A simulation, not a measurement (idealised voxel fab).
Process module, titled voxel wiring stack
The cross-section shown here is cut; it is 205 nm wide and divided into square cells measuring 5 nm on a side.
Throughout this document, each cross-section is represented as a grid of square cells and is presented as a sequence of bands enumerated from the top downward, where a band comprises one or more rows of cells.
Per band: top height and bottom height in nm, followed by the left-to-right materials and their widths in nm; "all across" marks a single material spanning edge to edge, "blank" marks empty space.
The level at which height equals 0 is the one under which the wafer, as it arrives, is entirely one material. No lower edge exists for the bottom band, which continues downward and is notated as in "0 -> down".
Top row gets the first number, bottom row gets the second, and each row in between changes by the same step: that is how a band width like "30..40" works.
For the purposes of this document, the phrase "nothing different" attached to a step denotes that no cell within the cross-section was modified by that step.
Listed in "Sealed-off cavities": every empty space of 8 or more cells without an open way to the top. Form: width x height at distance, the distance being from the left edge, all in nm.
On a step's line, text after the settings is the simulator commenting on that step.
A step's line can hold "overlay nm"; with a mask on that step, the setting says how far right of the planned place the mask lay, while a negative setting says it lay to the left.

**These are the steps we planned for the process**
1. RECEIVE, material Si
2. CONFORMAL_DEP, material SiO2, thk nm 15
3. CONFORMAL_DEP, material SiCN, thk nm 5
4. DIRECTIONAL_DEP, material SiO2, thk nm 25
5. PATTERN, tone open, mask id METAL_1, material resist, width nm 30, pitch nm 45, thk nm 15, overlay nm 0
6. DIRECTIONAL_ETCH, etch materials SiO2, depth nm 25
7. DIRECTIONAL_ETCH, etch materials SiCN, depth nm 5
8. STRIP, etch materials resist
9. CONFORMAL_DEP, material TiN, thk nm 5
10. FILL_DEP, material Ru, thk nm 10
11. CMP, height nm 45
12. CONFORMAL_DEP, material SiCN, thk nm 5
13. DIRECTIONAL_DEP, material lowk, thk nm 15
14. DIRECTIONAL_DEP, material aC, thk nm 10
15. PATTERN, tone open, mask id PLUG_1, material resist, width nm 15, pitch nm 45, thk nm 25, overlay nm 0
16. DIRECTIONAL_ETCH, etch materials aC, depth nm 10
17. STRIP, etch materials resist
18. DIRECTIONAL_ETCH, etch materials lowk, depth nm 15
19. DIRECTIONAL_ETCH, etch materials SiCN, depth nm 5
20. STRIP, etch materials aC
21. EPI, material Ru, thk nm 10
22. EPI, material Ru, thk nm 10
23. DIRECTIONAL_DEP, material TiN, thk nm 5
24. DIRECTIONAL_DEP, material W, thk nm 15
25. DIRECTIONAL_DEP, material aC, thk nm 15
26. PATTERN, tone cover, mask id METAL_2, material resist, width nm 30, pitch nm 45, thk nm 30, overlay nm 0
27. DIRECTIONAL_ETCH, etch materials aC, depth nm 15
28. STRIP, etch materials resist
29. DIRECTIONAL_ETCH, etch materials W, depth nm 15
30. DIRECTIONAL_ETCH, etch materials TiN, depth nm 5
31. STRIP, etch materials aC
32. FILL_DEP, material SiO2, thk nm 5
33. CMP, height nm 85
34. CONFORMAL_DEP, material SiCN, thk nm 5
35. DIRECTIONAL_DEP, material lowk, thk nm 30
36. PATTERN, tone open, mask id METAL_3, material resist, width nm 30, pitch nm 45, thk nm 15, overlay nm 0
37. DIRECTIONAL_ETCH, etch materials lowk, depth nm 15
38. STRIP, etch materials resist
39. MASKED_ETCH, tone open, mask id METAL_3_HOLES, width nm 15, etch materials lowk, depth nm 15, overlay nm 0
40. MASKED_ETCH, tone open, mask id METAL_3_HOLES, width nm 15, etch materials SiCN, depth nm 5, overlay nm 0
41. CONFORMAL_DEP, material TiN, thk nm 5
42. FILL_DEP, material Cu, thk nm 10
43. CMP, height nm 120
44. CONFORMAL_DEP, material SiCN, thk nm 5
45. DIRECTIONAL_DEP, material lowk, thk nm 30
46. DIRECTIONAL_DEP, material aC, thk nm 10
47. PATTERN, tone open, mask id METAL_4, material resist, width nm 30, pitch nm 45, thk nm 30, overlay nm 0
48. DIRECTIONAL_ETCH, etch materials aC, depth nm 10
49. STRIP, etch materials resist
50. DIRECTIONAL_ETCH, etch materials lowk, depth nm 15
51. STRIP, etch materials aC
52. DIRECTIONAL_DEP, material aC, thk nm 10
53. PATTERN, tone open, mask id METAL_4_HOLES, material resist, width nm 15, thk nm 30, overlay nm 0
54. DIRECTIONAL_ETCH, etch materials aC, depth nm 10
55. STRIP, etch materials resist
56. DIRECTIONAL_ETCH, etch materials lowk, depth nm 15
57. DIRECTIONAL_ETCH, etch materials SiCN, depth nm 5
58. STRIP, etch materials aC
59. CONFORMAL_DEP, material TiN, thk nm 5
60. FILL_DEP, material Cu, thk nm 10
61. CMP, height nm 155
62. CONFORMAL_DEP, material SiCN, thk nm 5

**The cross-section here shows the wafer as received, i.e. in its state after step 1**
0 -> down: Si all across
Sealed-off cavities: none

**Final wafer profile in cross-section after the module, from the same start and plan as above, with one mistake made during processing**
160 -> 155: SiCN all across
155 -> 145: 65 of lowk, 5 of TiN, 20 of Cu, 5 of TiN, 15 of lowk, 5 of TiN, 20 of Cu, 5 of TiN, 65 of lowk
145 -> 140: 65 of lowk, 5 of TiN, 5 of Cu, 20 of TiN, 15 of lowk, 30 of TiN, 65 of lowk
140 -> 125: 65 of lowk, 5 of TiN, 5 of Cu, 5 of TiN, 125 of lowk
125 -> 120: 65 of SiCN, 15 of TiN, 125 of SiCN
120 -> 110: 65 of lowk, 5 of TiN, 20 of Cu, 5 of TiN, 15 of lowk, 5 of TiN, 20 of Cu, 5 of TiN, 65 of lowk
110 -> 105: 65 of lowk, 5 of TiN, 5 of Cu, 20 of TiN, 15 of lowk, 30 of TiN, 65 of lowk
105 -> 90: 65 of lowk, 5 of TiN, 5 of Cu, 5 of TiN, 125 of lowk
90 -> 85: 65 of SiCN, 15 of TiN, 125 of SiCN
85 -> 80: 65 of SiO2, 20 of W, 25 of SiO2, 20 of W, 75 of SiO2
80 -> 70: 65 of SiO2, 30 of W, 15 of SiO2, 30 of W, 65 of SiO2
70 -> 65: 65 of SiO2, 20 of TiN, 10 of W, 15 of SiO2, 20 of TiN, 10 of W, 65 of SiO2
65 -> 60: 60 of SiO2, 25 of Ru, 10 of TiN, 10 of SiO2, 25 of Ru, 10 of TiN, 65 of SiO2
60 -> 50: 65 of lowk, 15 of Ru, 30 of lowk, 15 of Ru, 80 of lowk
50 -> 45: 65 of SiCN, 15 of Ru, 30 of SiCN, 15 of Ru, 80 of SiCN
45 -> 20: 65 of SiO2, 5 of TiN, 20 of Ru, 5 of TiN, 15 of SiO2, 5 of TiN, 20 of Ru, 5 of TiN, 65 of SiO2
20 -> 15: 65 of SiCN, 30 of TiN, 15 of SiCN, 30 of TiN, 65 of SiCN
15 -> 0: SiO2 all across
0 -> down: Si all across
Sealed-off cavities: none
Deviation from plan: step 13: run off-plan, actual operation and settings DIRECTIONAL_DEP, material lowk, thk nm 10
